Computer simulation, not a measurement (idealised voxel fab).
The process module that follows is named voxel released beams.
The width of the displayed cross-section, cut, is 155 nm; its cells are square, with a size of 5 nm.
When this document writes out a cross-section, it uses a grid of square cells and lists it as bands, beginning at the top and moving down, with a band standing for one or more rows of cells. Each band's line starts with the height of the band's top and of its bottom, in nm. Then come its materials from left to right, each with its width in nm. One material with "everywhere" fills the band from edge to edge. "air" is empty space. Height 0 is the level under which the wafer as received is all one material. The lowest band goes on downwards, as in "top 0, no bottom". Quick explanation for "30->40": the width changes in equal steps down the rows of cells, from the first number in the band's top row to the second number in its bottom row. "no alterations made" (step): cross-section cells unchanged, all of them. If an empty space has no open way to the top and is at least 8 cells in size, "Sealed void list" lists it, written width x height at distance, where distance is measured from the left edge and every value is in nm. What comes after the settings on a step's line is commentary from the simulator itself on that step. "overlay nm" on a masked step: distance the mask lay right of its planned place, negative for left.

Planned step list for the process:
1) RECEIVE with material Si
2) CONFORMAL_DEP with material Al2O3, thk nm 5
3) DIRECTIONAL_DEP with material SiO2, thk nm 15
4) DIRECTIONAL_DEP with material aC, thk nm 10
5) PATTERN with tone open, mask id ANCHOR, material resist, width nm 25, thk nm 25, overlay nm 0
6) DIRECTIONAL_ETCH with etch materials aC, depth nm 10
7) STRIP with etch materials resist
8) DIRECTIONAL_ETCH with etch materials SiO2, depth nm 15
9) STRIP with etch materials aC
10) CONFORMAL_DEP with material W, thk nm 10
11) DIRECTIONAL_DEP with material aC, thk nm 15
12) PATTERN with tone cover, mask id BEAM, material resist, width nm 100, thk nm 35, overlay nm 0
13) DIRECTIONAL_ETCH with etch materials aC, depth nm 15
14) STRIP with etch materials resist
15) DIRECTIONAL_ETCH with etch materials W, depth nm 10
16) STRIP with etch materials aC
17) STRIP with etch materials SiO2
Be aware that, although all wafers share a common starting state, the width nm at step 5 differs among them, and the plan displays the first wafer's value.

As received, i.e. after step 1: cross-section through the first of several wafers:
- top 0, no bottom | Si everywhere
- Sealed void list: none

End of the module, past its last step, step 17: how the first of several wafers looks in cross-section:
- top 30, bottom 20 | 25 air; 20 W; 5 air; 75 W; 30 air
- top 20, bottom 15 | 35 air; 10 W; 5 air; 10 W; 95 air
- top 15, bottom 5 | 35 air; 25 W; 95 air
- top 5, bottom 0 | Al2O3 everywhere
- top 0, no bottom | Si everywhere
- Sealed void list: none

Wafer cross-section (last wafer, module end):
- top 30, bottom 20 | 25 air; 10 W; 30 air; 60 W; 30 air
- top 20, bottom 15 | 25 air; 10 W; 30 air; 10 W; 80 air
- top 15, bottom 5 | 25 air; 50 W; 80 air
- top 5, bottom 0 | Al2O3 everywhere
- top 0, no bottom | Si everywhere
- Sealed void list: none

Below: a row per wafer. Contents at end of module: for every material, cells gained since receipt (+) or lost since receipt (-); then closed voids:
width nm 25; +31 Al2O3; +52 W; Sealed void list: none
width nm 30; +31 Al2O3; +52 W; Sealed void list: none
width nm 35; +31 Al2O3; +52 W; Sealed void list: none
width nm 40; +31 Al2O3; +52 W; Sealed void list: none
width nm 45; +31 Al2O3; +52 W; Sealed void list: none
width nm 50; +31 Al2O3; +52 W; Sealed void list: none
